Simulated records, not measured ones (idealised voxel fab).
Presented below is a process module, voxel trench capacitor.
Xsec cut, 275 nm wide, square cell size 5 nm.
Cross-sections here: square-cell grids, written as top-down lists of bands, a band being one or more rows of cells. Look at the band entry: it leads with the top's height and the bottom's height in nm. Then it lists the materials left to right, with a width in nm for each. The word "everywhere" on a single material says that material fills the band edge to edge. The word "air" is empty space. Heights are expressed relative to 0, this being the level below which the as-received wafer comprises one material exclusively. The lowest band is unbounded in the downward direction and is denoted as in "0 and below". With a width like "30..40", each row of cells in the band differs from the next by the same amount, the top row carrying the first number and the bottom row the second. When a step is marked "everything unchanged", none of the cells in the cross-section changed during that step. The list in "Fully enclosed voids" covers empty spaces of 8 cells or more that cannot reach the top through any open way, and it gives each as width x height at distance; the distance is from the left edge, and width, height and distance are in nm. Where a step's line continues beyond its settings, the continuation is a remark by the simulator itself on that step. "overlay nm", when on a step's line for a step with a mask, measures how far to the right of its planned place the mask lay; a negative measure means to the left.
### This section lists the process steps that were planned
| 1 | RECEIVE [material Si] |
| 2 | CONFORMAL_DEP [material SiN] [thk nm 10] |
| 3 | PATTERN [tone open] [mask id TRENCH] [material resist] [width nm 20] [pitch nm 50] [thk nm 15] [overlay nm -15] |
| 4 | DIRECTIONAL_ETCH [etch materials SiN] [depth nm 10] |
| 5 | DIRECTIONAL_ETCH [etch materials Si] [depth nm 30] |
| 6 | STRIP [etch materials resist] |
| 7 | CONFORMAL_DEP [material Al2O3] [thk nm 5] |
| 8 | FILL_DEP [material polySi] [thk nm 10] |
| 9 | CMP [height nm 10] |
Quick note for whoever runs this: the wafers start identical, but the overlay nm at step 3 isn't the same across them. The plan just shows what the first wafer had.
### Here's the first of the wafers in cross-section, just as we got it, i.e. after step 1
> 0 and below = Si everywhere
> Fully enclosed voids: none
### First of several wafers: cross-section at the end of the module, after step 9, its last step
> 10 down to 0 = SiN=85, Al2O3=5, polySi=10, Al2O3=5, SiN=30, Al2O3=5, polySi=10, Al2O3=5, SiN=120
> 0 down to -25 = Si=85, Al2O3=5, polySi=10, Al2O3=5, Si=30, Al2O3=5, polySi=10, Al2O3=5, Si=120
> -25 down to -30 = Si=85, Al2O3=20, Si=30, Al2O3=20, Si=120
> -30 and below = Si everywhere
> Fully enclosed voids: none
### The final wafer, sectioned at module end
> 10 down to 0 = SiN=115, Al2O3=5, polySi=10, Al2O3=5, SiN=30, Al2O3=5, polySi=10, Al2O3=5, SiN=90
> 0 down to -25 = Si=115, Al2O3=5, polySi=10, Al2O3=5, Si=30, Al2O3=5, polySi=10, Al2O3=5, Si=90
> -25 down to -30 = Si=115, Al2O3=20, Si=30, Al2O3=20, Si=90
> -30 and below = Si everywhere
> Fully enclosed voids: none
### Below, a row for every wafer. Read it as the end-of-module picture: for each material the wafer shows its cells gained (+) or lost (-) since it was received, and then its closed voids
overlay nm -15 | +36 Al2O3 | -48 Si | +94 SiN | +28 polySi | Fully enclosed voids: none
overlay nm -10 | +36 Al2O3 | -48 Si | +94 SiN | +28 polySi | Fully enclosed voids: none
overlay nm -5 | +36 Al2O3 | -48 Si | +94 SiN | +28 polySi | Fully enclosed voids: none
overlay nm 0 | +36 Al2O3 | -48 Si | +94 SiN | +28 polySi | Fully enclosed voids: none
overlay nm 5 | +36 Al2O3 | -48 Si | +94 SiN | +28 polySi | Fully enclosed voids: none
overlay nm 10 | +36 Al2O3 | -48 Si | +94 SiN | +28 polySi | Fully enclosed voids: none
overlay nm 15 | +36 Al2O3 | -48 Si | +94 SiN | +28 polySi | Fully enclosed voids: none
